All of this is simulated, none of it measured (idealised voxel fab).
process module | voxel local oxidation
cross-section cut | 300 nm wide | cells 5 nm
A cross-section is a grid of square cells, given in bands from the top down. A band is one or more rows of cells.
Each band's line starts with the height of the band's top and of its bottom, in nm. Then come its materials from left to right, each with its width in nm. One material with "throughout" fills the band from edge to edge. "air" is empty space.
Height 0 is the level under which the wafer as received is all one material. The lowest band goes on downwards, as in "0 down".
A width such as "30 to 40" changes by the same amount from each row of cells to the next, from the band's top row to its bottom row.
"no change" after a step means that no cell of the cross-section changed.
closed voids: empty space of 8 cells or more with no open way to the top, each as width x height at its distance from the left edge, in nm
after a step's settings: what the simulator itself notes on the step
overlay nm, on a step with a mask: how far to the right of its planned place the mask lay; to the left if negative
plan
1 op RECEIVE | material Si
2 op CONFORMAL_DEP | material SiO2 | thk nm 5
3 op CONFORMAL_DEP | material SiN | thk nm 15
4 op PATTERN | tone cover | mask id ACTIVE | material resist | width nm 100 | thk nm 15 | overlay nm 0
5 op DIRECTIONAL_ETCH | etch materials SiN | depth nm 15
6 op STRIP | etch materials resist
7 op SELECTIVE_ETCH | etch materials SiO2 | depth nm 5
8 op OXIDIZE | depth nm 10
9 op STRIP | etch materials SiN
as received, after step 1
  0 down: Si throughout
  closed voids: none
first wafer at the end, as planned
  5 to 0: air 105 | SiO2 90 | air 105
  0 to -10: SiO2 115 | Si 70 | SiO2 115
  -10 down: Si throughout
  closed voids: none
second wafer at the end: like start, like plan, one mistake
  20 to 5: air 100 | SiN 100 | air 100
  5 to 0: air 105 | SiO2 90 | air 105
  0 to -10: SiO2 115 | Si 70 | SiO2 115
  -10 down: Si throughout
  closed voids: none
what went wrong: step 9 was left out
at the end the second wafer has, in cells: 60 more of SiN
